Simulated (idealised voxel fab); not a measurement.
Herein follows the process module entitled voxel tone inversion.
The figure presents cross-section cut, which has a width of 240 nm and is divided into square cells with an edge length of 5 nm.
Notation: cross-section as square-cell grid; stated in bands, top first, going down; one or more cell rows per band. Read a band's entry like this: the first values are the height of its top and the height of its bottom in nm, and what follows is the sequence of materials from left to right, each with its width in nm. Note that "empty" is empty space, and that a single material marked "throughout" reaches across the band from edge to edge. The level at which height equals 0 is the one under which the wafer, as it arrives, is entirely one material. No lower edge exists for the bottom band, which continues downward and is notated as in "from 0 down". Width "30 to 40": first value at the band's top row of cells, second value at its bottom row, equal change from row to row. A step reported as "changes: none" is a step in which no cell of the cross-section changed. "Trapped cavities" specifies each empty space that is not open to the top and that occupies no fewer than 8 cells, using the form width x height at distance, the distance measured from the left edge and all three quantities in nm. Heads up: the bit after the settings on a step's line is the simulator's remark on that step. When a step includes a mask, the "overlay nm" setting on its line states how far to the right of its planned place that mask lay, and negative values state how far to the left.

Steps planned for the process:
| 1 | RECEIVE, material Si |
| 2 | CONFORMAL_DEP, material SiN, thk nm 10 |
| 3 | DIRECTIONAL_DEP, material aC, thk nm 15 |
| 4 | PATTERN, tone cover, mask id POSTS, material resist, width nm 25, pitch nm 40, thk nm 25, overlay nm 0 |
| 5 | DIRECTIONAL_ETCH, etch materials aC, depth nm 15 |
| 6 | STRIP, etch materials resist |
| 7 | FILL_DEP, material lowk, thk nm 5 |
| 8 | CMP, height nm 25 |
| 9 | STRIP, etch materials aC |
| 10 | CONFORMAL_DEP, material TiN, thk nm 5 |
| 11 | FILL_DEP, material Cu, thk nm 5 |
| 12 | CMP, height nm 25 |
| 13 | CONFORMAL_DEP, material SiN, thk nm 5 |

First of the two wafers, run per plan:

Cross-section, incoming material, after step 1:
	from 0 down: Si throughout
	Trapped cavities: none

After step 2, in cross-section:
	from 10 to 0: SiN throughout
	Below 0, the layers are the same as they were.

After step 3, in cross-section:
	from 25 to 10: aC throughout
	Below 10, the layers are the same as they were.

After step 4, in cross-section:
	from 50 to 25: empty 65 nm / resist 25 nm / empty 15 nm / resist 25 nm / empty 15 nm / resist 25 nm / empty 70 nm
	Below 25, the layers are the same as they were.

After step 5, in cross-section:
	from 35 to 25: empty 65 nm / resist 25 nm / empty 15 nm / resist 25 nm / empty 15 nm / resist 25 nm / empty 70 nm
	from 25 to 10: empty 65 nm / aC 25 nm / empty 15 nm / aC 25 nm / empty 15 nm / aC 25 nm / empty 70 nm
	Below 10, the layers are the same as they were.

After step 6, in cross-section:
	from 25 to 10: empty 65 nm / aC 25 nm / empty 15 nm / aC 25 nm / empty 15 nm / aC 25 nm / empty 70 nm
	Below 10, the layers are the same as they were.

After step 7, in cross-section:
	from 30 to 25: lowk throughout
	from 25 to 10: lowk 65 nm / aC 25 nm / lowk 15 nm / aC 25 nm / lowk 15 nm / aC 25 nm / lowk 70 nm
	Below 10, the layers are the same as they were.

After step 8, in cross-section:
	from 25 to 10: lowk 65 nm / aC 25 nm / lowk 15 nm / aC 25 nm / lowk 15 nm / aC 25 nm / lowk 70 nm
	Below 10, the layers are the same as they were.

After step 9, in cross-section:
	from 25 to 10: lowk 65 nm / empty 25 nm / lowk 15 nm / empty 25 nm / lowk 15 nm / empty 25 nm / lowk 70 nm
	Below 10, the layers are the same as they were.

After step 10, in cross-section:
	from 30 to 25: TiN 70 nm / empty 15 nm / TiN 25 nm / empty 15 nm / TiN 25 nm / empty 15 nm / TiN 75 nm
	from 25 to 15: lowk 65 nm / TiN 5 nm / empty 15 nm / TiN 5 nm / lowk 15 nm / TiN 5 nm / empty 15 nm / TiN 5 nm / lowk 15 nm / TiN 5 nm / empty 15 nm / TiN 5 nm / lowk 70 nm
	from 15 to 10: lowk 65 nm / TiN 25 nm / lowk 15 nm / TiN 25 nm / lowk 15 nm / TiN 25 nm / lowk 70 nm
	Below 10, the layers are the same as they were.

After step 11, in cross-section:
	from 35 to 30: Cu throughout
	from 30 to 25: TiN 70 nm / Cu 15 nm / TiN 25 nm / Cu 15 nm / TiN 25 nm / Cu 15 nm / TiN 75 nm
	from 25 to 15: lowk 65 nm / TiN 5 nm / Cu 15 nm / TiN 5 nm / lowk 15 nm / TiN 5 nm / Cu 15 nm / TiN 5 nm / lowk 15 nm / TiN 5 nm / Cu 15 nm / TiN 5 nm / lowk 70 nm
	Below 15, the layers are the same as they were.

After step 12, in cross-section:
	from 25 to 15: lowk 65 nm / TiN 5 nm / Cu 15 nm / TiN 5 nm / lowk 15 nm / TiN 5 nm / Cu 15 nm / TiN 5 nm / lowk 15 nm / TiN 5 nm / Cu 15 nm / TiN 5 nm / lowk 70 nm
	Below 15, the layers are the same as they were.

After step 13, in cross-section:
	from 30 to 25: SiN throughout
	Below 25, the layers are the same as they were.

Wafer two of two - same starting point, same process plan, one mistake in execution; matches wafer one up to and including step 3:

Planned end of step 4: second wafer, cross-section:
	from 50 to 25: resist 65 nm / empty 25 nm / resist 15 nm / empty 25 nm / resist 15 nm / empty 25 nm / resist 70 nm
	Below 25, the layers are the same as they were.

Planned end of step 5: second wafer, cross-section:
	from 35 to 25: resist 65 nm / empty 25 nm / resist 15 nm / empty 25 nm / resist 15 nm / empty 25 nm / resist 70 nm
	from 25 to 10: aC 65 nm / empty 25 nm / aC 15 nm / empty 25 nm / aC 15 nm / empty 25 nm / aC 70 nm
	Below 10, the layers are the same as they were.

Planned end of step 6: second wafer, cross-section:
	from 25 to 10: aC 65 nm / empty 25 nm / aC 15 nm / empty 25 nm / aC 15 nm / empty 25 nm / aC 70 nm
	Below 10, the layers are the same as they were.

Planned end of step 7: second wafer, cross-section:
	from 30 to 25: lowk throughout
	from 25 to 10: aC 65 nm / lowk 25 nm / aC 15 nm / lowk 25 nm / aC 15 nm / lowk 25 nm / aC 70 nm
	Below 10, the layers are the same as they were.

Planned end of step 8: second wafer, cross-section:
	from 25 to 10: aC 65 nm / lowk 25 nm / aC 15 nm / lowk 25 nm / aC 15 nm / lowk 25 nm / aC 70 nm
	Below 10, the layers are the same as they were.

Planned end of step 9: second wafer, cross-section:
	from 25 to 10: empty 65 nm / lowk 25 nm / empty 15 nm / lowk 25 nm / empty 15 nm / lowk 25 nm / empty 70 nm
	Below 10, the layers are the same as they were.

Planned end of step 10: second wafer, cross-section:
	from 30 to 25: empty 60 nm / TiN 35 nm / empty 5 nm / TiN 35 nm / empty 5 nm / TiN 35 nm / empty 65 nm
	from 25 to 15: empty 60 nm / TiN 5 nm / lowk 25 nm / TiN 5 nm / empty 5 nm / TiN 5 nm / lowk 25 nm / TiN 5 nm / empty 5 nm / TiN 5 nm / lowk 25 nm / TiN 5 nm / empty 65 nm
	from 15 to 10: TiN 65 nm / lowk 25 nm / TiN 15 nm / lowk 25 nm / TiN 15 nm / lowk 25 nm / TiN 70 nm
	Below 10, the layers are the same as they were.

Planned end of step 11: second wafer, cross-section:
	from 35 to 30: Cu throughout
	from 30 to 25: Cu 60 nm / TiN 35 nm / Cu 5 nm / TiN 35 nm / Cu 5 nm / TiN 35 nm / Cu 65 nm
	from 25 to 15: Cu 60 nm / TiN 5 nm / lowk 25 nm / TiN 5 nm / Cu 5 nm / TiN 5 nm / lowk 25 nm / TiN 5 nm / Cu 5 nm / TiN 5 nm / lowk 25 nm / TiN 5 nm / Cu 65 nm
	Below 15, the layers are the same as they were.

Planned end of step 12: second wafer, cross-section:
	from 25 to 15: Cu 60 nm / TiN 5 nm / lowk 25 nm / TiN 5 nm / Cu 5 nm / TiN 5 nm / lowk 25 nm / TiN 5 nm / Cu 5 nm / TiN 5 nm / lowk 25 nm / TiN 5 nm / Cu 65 nm
	Below 15, the layers are the same as they were.

Planned end of step 13: second wafer, cross-section:
	from 30 to 25: SiN throughout
	Below 25, the layers are the same as they were.
Plan not followed: not per plan at step 4, really ran PATTERN, tone open, mask id POSTS, material resist, width nm 25, pitch nm 40, thk nm 25, overlay nm 0
Per the end-of-run cell counts, the second wafer holds more or fewer of some materials than the first: Cu +36; TiN +18; lowk -54
